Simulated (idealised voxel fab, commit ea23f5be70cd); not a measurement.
The name of this process module is voxel released beams.
Square cells of 5 nm make up the cross-section cut, whose width is 145 nm.
Square cells in a grid make up a cross-section in this document, and the grid is given as bands, listed from the top down, each one or more rows of cells.
Top, bottom (nm), then materials left to right with widths (nm); lone material tagged "everywhere" fills the whole band edge to edge; "blank" = empty space.
Heights are measured from 0, the level below which the as-received wafer is all one material; the lowest band has no bottom and continues downward, written as in "top 0, no bottom".
With a width like "30->40", each row of cells in the band differs from the next by the same amount, the top row carrying the first number and the bottom row the second.
The cross-section has no changed cell in any step marked "nothing got changed".
In "Enclosed void inventory" the enclosed voids are listed, meaning empty spaces of 8 cells or larger without any opening to the top. The form is width x height at distance, distance from the left edge, units nm.
The remark found on a step's line after its settings is issued by the simulator itself and pertains to that step.
"overlay nm" denotes, for a step that has a mask, the displacement of the mask to the right of its planned place, with negative values corresponding to the left.

### So here's the lineup of process steps we planned
1 RECEIVE [material Si]
2 CONFORMAL_DEP [material Al2O3] [thk nm 10]
3 DIRECTIONAL_DEP [material SiO2] [thk nm 20]
4 DIRECTIONAL_DEP [material aC] [thk nm 15]
5 PATTERN [tone open] [mask id ANCHOR] [material resist] [width nm 25] [thk nm 30] [overlay nm 0]
6 DIRECTIONAL_ETCH [etch materials aC] [depth nm 15]
7 STRIP [etch materials resist]
8 DIRECTIONAL_ETCH [etch materials SiO2] [depth nm 20]
9 STRIP [etch materials aC]
10 CONFORMAL_DEP [material SiN] [thk nm 10]
11 PATTERN [tone cover] [mask id BEAM] [material resist] [width nm 80] [thk nm 15] [overlay nm 0]
12 DIRECTIONAL_ETCH [etch materials SiN] [depth nm 10]
13 STRIP [etch materials resist]
14 STRIP [etch materials SiO2]

### First of two wafers - as planned

### Shown in cross-section is the wafer as received, that is, as it stands after step 1
	top 0, no bottom  Si everywhere
	Enclosed void inventory: none

### So this is the wafer cross-section right after step 2
	top 10, bottom 0  Al2O3 everywhere
	Everything below 0 is unchanged.

### So this is the wafer cross-section right after step 3
	top 30, bottom 10  SiO2 everywhere
	Everything below 10 is unchanged.

### So this is the wafer cross-section right after step 4
	top 45, bottom 30  aC everywhere
	Everything below 30 is unchanged.

### So this is the wafer cross-section right after step 5
	top 75, bottom 45  resist=35 / blank=25 / resist=85
	Everything below 45 is unchanged.

### So this is the wafer cross-section right after step 6
	top 60, bottom 45  resist=35 / blank=25 / resist=85
	top 45, bottom 30  aC=35 / blank=25 / aC=85
	Everything below 30 is unchanged.

### So this is the wafer cross-section right after step 7
	top 45, bottom 30  aC=35 / blank=25 / aC=85
	Everything below 30 is unchanged.

### So this is the wafer cross-section right after step 8
	top 45, bottom 30  aC=35 / blank=25 / aC=85
	top 30, bottom 10  SiO2=35 / blank=25 / SiO2=85
	Everything below 10 is unchanged.

### So this is the wafer cross-section right after step 9
	top 30, bottom 10  SiO2=35 / blank=25 / SiO2=85
	Everything below 10 is unchanged.

### So this is the wafer cross-section right after step 10
	top 40, bottom 30  SiN=45 / blank=5 / SiN=95
	top 30, bottom 20  SiO2=35 / SiN=10 / blank=5 / SiN=10 / SiO2=85
	top 20, bottom 10  SiO2=35 / SiN=25 / SiO2=85
	Everything below 10 is unchanged.

### So this is the wafer cross-section right after step 11
	top 55, bottom 40  blank=30 / resist=80 / blank=35
	top 40, bottom 30  SiN=45 / resist=5 / SiN=95
	top 30, bottom 20  SiO2=35 / SiN=10 / resist=5 / SiN=10 / SiO2=85
	Everything below 20 is unchanged.

### So this is the wafer cross-section right after step 12
	top 55, bottom 40  blank=30 / resist=80 / blank=35
	top 40, bottom 30  blank=30 / SiN=15 / resist=5 / SiN=60 / blank=35
	Everything below 30 is unchanged.

### So this is the wafer cross-section right after step 13
	top 40, bottom 30  blank=30 / SiN=15 / blank=5 / SiN=60 / blank=35
	top 30, bottom 20  SiO2=35 / SiN=10 / blank=5 / SiN=10 / SiO2=85
	Everything below 20 is unchanged.

### So this is the wafer cross-section right after step 14
	top 40, bottom 30  blank=30 / SiN=15 / blank=5 / SiN=60 / blank=35
	top 30, bottom 20  blank=35 / SiN=10 / blank=5 / SiN=10 / blank=85
	top 20, bottom 10  blank=35 / SiN=25 / blank=85
	Everything below 10 is unchanged.

### Wafer two. Identical start, identical plan. One mistake in execution. Identical history through step 4

### Second wafer, cut view, end of step 5 per plan
	top 75, bottom 45  blank=35 / resist=25 / blank=85
	Everything below 45 is unchanged.

### Second wafer, cut view, end of step 6 per plan
	top 60, bottom 45  blank=35 / resist=25 / blank=85
	top 45, bottom 30  blank=35 / aC=25 / blank=85
	Everything below 30 is unchanged.

### Second wafer, cut view, end of step 7 per plan
	top 45, bottom 30  blank=35 / aC=25 / blank=85
	Everything below 30 is unchanged.

### Second wafer, cut view, end of step 8 per plan
	top 45, bottom 30  blank=35 / aC=25 / blank=85
	top 30, bottom 10  blank=35 / SiO2=25 / blank=85
	Everything below 10 is unchanged.

### Second wafer, cut view, end of step 9 per plan
	top 30, bottom 10  blank=35 / SiO2=25 / blank=85
	Everything below 10 is unchanged.

### Second wafer, cut view, end of step 10 per plan
	top 40, bottom 30  blank=25 / SiN=45 / blank=75
	top 30, bottom 20  blank=25 / SiN=10 / SiO2=25 / SiN=10 / blank=75
	top 20, bottom 10  SiN=35 / SiO2=25 / SiN=85
	Everything below 10 is unchanged.

### Second wafer, cut view, end of step 11 per plan
	top 55, bottom 40  blank=30 / resist=80 / blank=35
	top 40, bottom 30  blank=25 / SiN=45 / resist=40 / blank=35
	top 30, bottom 20  blank=25 / SiN=10 / SiO2=25 / SiN=10 / resist=40 / blank=35
	Everything below 20 is unchanged.

### Second wafer, cut view, end of step 12 per plan
	top 55, bottom 40  blank=30 / resist=80 / blank=35
	top 40, bottom 30  blank=30 / SiN=40 / resist=40 / blank=35
	top 30, bottom 20  blank=25 / SiN=10 / SiO2=25 / SiN=10 / resist=40 / blank=35
	top 20, bottom 10  blank=25 / SiN=10 / SiO2=25 / SiN=50 / blank=35
	Everything below 10 is unchanged.

### Second wafer, cut view, end of step 13 per plan
	top 40, bottom 30  blank=30 / SiN=40 / blank=75
	top 30, bottom 20  blank=25 / SiN=10 / SiO2=25 / SiN=10 / blank=75
	Everything below 20 is unchanged.

Second wafer, cut view, end of step 14 per plan: nothing got changed
Deviation noted in wafer processing: contrary to plan, step 5 was performed as PATTERN [tone cover] [mask id ANCHOR] [material resist] [width nm 25] [thk nm 30] [overlay nm 0]
Count the cells at the end and the second wafer has more or fewer of some materials than the first: +20 SiO2
